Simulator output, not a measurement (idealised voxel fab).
The document below concerns the process module designated voxel wiring stack.
Shown is cross-section cut, with a width of 225 nm and square cells of size 5 nm.
Each cross-section below is a grid of square cells, stated as bands in top-down order, with one or more rows of cells making up each band.
In this notation a band is specified by the heights of its top and bottom, in that order and in nm, after which its materials appear from left to right, each paired with its width in nm. The word "full width" attached to a single material means that material fills the band from edge to edge; the word "blank" stands for empty space.
Counting heights begins at 0, where everything beneath is, in the wafer as received, one material. The lowest band has no bottom; it goes on downwards, as "0 down" shows.
Per-row width for "30 to 40": begins at first number (top row of band), ends at second number (bottom row), increment between rows held constant.
A step reported as "no change occurred" is a step in which no cell of the cross-section changed.
Listed in "Tabulated closed voids": every empty space of 8 or more cells without an open way to the top. Form: width x height at distance, the distance being from the left edge, all in nm.
Post-settings text on a step line: simulator's own remark regarding the step.
overlay nm: right-of-plan distance of the mask on a masked step; negative values mean left-of-plan.

### Set out below are the planned steps of the process
1 RECEIVE,material Si
2 CONFORMAL_DEP,material SiO2,thk nm 10
3 CONFORMAL_DEP,material SiCN,thk nm 5
4 DIRECTIONAL_DEP,material SiO2,thk nm 15
5 DIRECTIONAL_DEP,material aC,thk nm 15
6 PATTERN,tone open,mask id METAL_1,material resist,width nm 25,pitch nm 50,thk nm 30,overlay nm 0
7 DIRECTIONAL_ETCH,etch materials aC,depth nm 15
8 STRIP,etch materials resist
9 DIRECTIONAL_ETCH,etch materials SiO2,depth nm 15
10 DIRECTIONAL_ETCH,etch materials SiCN,depth nm 5
11 STRIP,etch materials aC
12 CONFORMAL_DEP,material TiN,thk nm 5
13 FILL_DEP,material Cu,thk nm 10
14 CMP,height nm 30
15 CONFORMAL_DEP,material SiCN,thk nm 5
16 DIRECTIONAL_DEP,material lowk,thk nm 15
17 MASKED_ETCH,tone open,mask id PLUG_1,width nm 15,pitch nm 50,etch materials lowk,depth nm 15,overlay nm 0
18 MASKED_ETCH,tone open,mask id PLUG_1,width nm 15,pitch nm 50,etch materials SiCN,depth nm 5,overlay nm 0
19 CONFORMAL_DEP,material TiN,thk nm 5
20 FILL_DEP,material Ru,thk nm 10
21 CMP,height nm 50
22 DIRECTIONAL_DEP,material TiN,thk nm 5
23 DIRECTIONAL_DEP,material W,thk nm 15
24 PATTERN,tone cover,mask id METAL_2,material resist,width nm 25,pitch nm 50,thk nm 20,overlay nm 0
25 DIRECTIONAL_ETCH,etch materials W,depth nm 15
26 DIRECTIONAL_ETCH,etch materials TiN,depth nm 5
27 STRIP,etch materials resist
28 CONFORMAL_DEP,material SiN,thk nm 5
29 FILL_DEP,material lowk,thk nm 5
30 CMP,height nm 70
31 CONFORMAL_DEP,material SiCN,thk nm 5

### Delivered wafer in cross-section: state after step 1
* 0 down | Si full width
* Tabulated closed voids: none

### First wafer of two, sectioned at end of module; run went per plan
* 75 to 70 | SiCN full width
* 70 to 55 | lowk 70 / SiN 5 / W 25 / SiN 5 / lowk 15 / SiN 5 / W 25 / SiN 5 / lowk 70
* 55 to 50 | SiN 75 / TiN 25 / SiN 25 / TiN 25 / SiN 75
* 50 to 35 | lowk 75 / TiN 5 / Ru 5 / TiN 5 / lowk 35 / TiN 5 / Ru 5 / TiN 5 / lowk 85
* 35 to 30 | SiCN 75 / TiN 15 / SiCN 35 / TiN 15 / SiCN 85
* 30 to 15 | SiO2 75 / TiN 5 / Cu 15 / TiN 5 / SiO2 25 / TiN 5 / Cu 15 / TiN 5 / SiO2 75
* 15 to 10 | SiCN 75 / TiN 25 / SiCN 25 / TiN 25 / SiCN 75
* 10 to 0 | SiO2 full width
* 0 down | Si full width
* Tabulated closed voids: none

### second wafer at the end: like start, like plan, one mistake
* 75 to 70 | aC full width
* 70 to 55 | lowk 70 / SiN 5 / W 25 / SiN 5 / lowk 15 / SiN 5 / W 25 / SiN 5 / lowk 70
* 55 to 50 | SiN 75 / TiN 25 / SiN 25 / TiN 25 / SiN 75
* 50 to 35 | lowk 75 / TiN 5 / Ru 5 / TiN 5 / lowk 35 / TiN 5 / Ru 5 / TiN 5 / lowk 85
* 35 to 30 | SiCN 75 / TiN 15 / SiCN 35 / TiN 15 / SiCN 85
* 30 to 15 | SiO2 75 / TiN 5 / Cu 15 / TiN 5 / SiO2 25 / TiN 5 / Cu 15 / TiN 5 / SiO2 75
* 15 to 10 | SiCN 75 / TiN 25 / SiCN 25 / TiN 25 / SiCN 75
* 10 to 0 | SiO2 full width
* 0 down | Si full width
* Tabulated closed voids: none
Deviation from plan: step 31 off recipe, ran as CONFORMAL_DEP,material aC,thk nm 5
Wrapping up, a cell-based count of both wafers puts the second over or under the first for these materials: SiCN -45 | aC +45
